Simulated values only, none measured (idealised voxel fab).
Title: Process Module voxel self aligned contacts
Xsec cut, 205 nm wide, square cell size 5 nm.
Format of a cross-section: grid, square cells. Given as bands. Order: top down. Band: one or more rows of cells. Heads up on the band format: heights come first, top then bottom, in nm. After that it's the materials left to right, each with its width in nm. A single material flagged "all across" fills the whole band edge to edge, and "empty" means there's empty space there. Where do heights start? At 0: under that level the wafer as delivered is made of one material only. And the lowest band has no floor; it just carries on downward, as in "0 -> down". Width: "30->40" (first number = top row, second number = bottom row, same change from row to row of cells). Take "stayed the same" at face value: in the step it is given for, the cross-section changed in none of its cells. Any empty space of 8 cells or more lacking an open way to the top shows up in "Enclosed internal voids" as width x height at distance, distance from the left edge, in nm. That trailing text on a step's line, after the settings, is the simulator's own remark on the step. If you see "overlay nm" on a step's line and that step has a mask, it's telling you how far right of where it was planned the mask ended up; a negative number means it went left instead.

Here's what the planned process steps look like:
- 1: RECEIVE (material Si)
- 2: OXIDIZE (depth nm 5)
- 3: DIRECTIONAL_DEP (material polySi; thk nm 20)
- 4: DIRECTIONAL_DEP (material SiN; thk nm 20)
- 5: PATTERN (tone cover; mask id GATE; material resist; width nm 35; pitch nm 65; thk nm 20; overlay nm 0)
- 6: DIRECTIONAL_ETCH (etch materials SiN; depth nm 20)
- 7: DIRECTIONAL_ETCH (etch materials polySi; depth nm 20)
- 8: STRIP (etch materials resist)
- 9: CONFORMAL_DEP (material SiN; thk nm 5)
- 10: DIRECTIONAL_ETCH (etch materials SiN; depth nm 5)
- 11: FILL_DEP (material SiO2; thk nm 15)
- 12: CMP (height nm 50)
- 13: PATTERN (tone open; mask id CONTACT; material resist; width nm 40; pitch nm 65; thk nm 15; overlay nm 0)
- 14: DIRECTIONAL_ETCH (etch materials SiO2; depth nm 55)
- 15: STRIP (etch materials resist)
- 16: CONFORMAL_DEP (material TiN; thk nm 5)
- 17: FILL_DEP (material W; thk nm 5)
- 18: CMP (height nm 50)
- 19: CONFORMAL_DEP (material SiN; thk nm 5)
For this document, wafers share an identical start and vary in the step 16 thk nm; the plan quotes the first wafer's value.

As received, i.e. after step 1: cross-section through the first of several wafers:
- 0 -> down  Si all across
- Enclosed internal voids: none

Cross-sectional representation of the first of several wafers at the end of the module, i.e. after its terminal step, step 19:
- 55 -> 50  SiN all across
- 50 -> 40  SiO2 (50), then TiN (5->15), then W (30->10), then TiN (5->15), then SiO2 (25), then TiN (5->15), then W (30->10), then TiN (5->15), then SiO2 (50)
- 40 -> 20  SiO2 (15), then SiN (45), then TiN (5), then W (10), then TiN (5), then SiN (45), then TiN (5), then W (10), then TiN (5), then SiN (45), then SiO2 (15)
- 20 -> 0  SiO2 (15), then SiN (5), then polySi (35), then SiN (5), then TiN (5), then W (10), then TiN (5), then SiN (5), then polySi (35), then SiN (5), then TiN (5), then W (10), then TiN (5), then SiN (5), then polySi (35), then SiN (5), then SiO2 (15)
- 0 -> -5  SiO2 (60), then TiN (20), then SiO2 (45), then TiN (20), then SiO2 (60)
- -5 -> down  Si all across
- Enclosed internal voids: none

Showing the last wafer in cross-section at the end of the module:
- 55 -> 50  SiN all across
- 50 -> 40  SiO2 (50), then TiN (40), then SiO2 (25), then TiN (40), then SiO2 (50)
- 40 -> 20  SiO2 (15), then SiN (45), then TiN (20), then SiN (45), then TiN (20), then SiN (45), then SiO2 (15)
- 20 -> 0  SiO2 (15), then SiN (5), then polySi (35), then SiN (5), then TiN (20), then SiN (5), then polySi (35), then SiN (5), then TiN (20), then SiN (5), then polySi (35), then SiN (5), then SiO2 (15)
- 0 -> -5  SiO2 (60), then TiN (20), then SiO2 (45), then TiN (20), then SiO2 (60)
- -5 -> down  Si all across
- Enclosed internal voids: none

Every row in this table is a wafer at the end of the module, and it gives, for each of the materials, the cells that wafer has gained (+) or lost (-) since it was received, then its closed voids:
thk nm 5, -41 Si, +173 SiN, +131 SiO2, +56 TiN, +48 W, +84 polySi, Enclosed internal voids: none
thk nm 10, -41 Si, +173 SiN, +131 SiO2, +104 TiN, +84 polySi, Enclosed internal voids: none
thk nm 15, -41 Si, +173 SiN, +131 SiO2, +104 TiN, +84 polySi, Enclosed internal voids: none
thk nm 20, -41 Si, +173 SiN, +131 SiO2, +104 TiN, +84 polySi, Enclosed internal voids: none
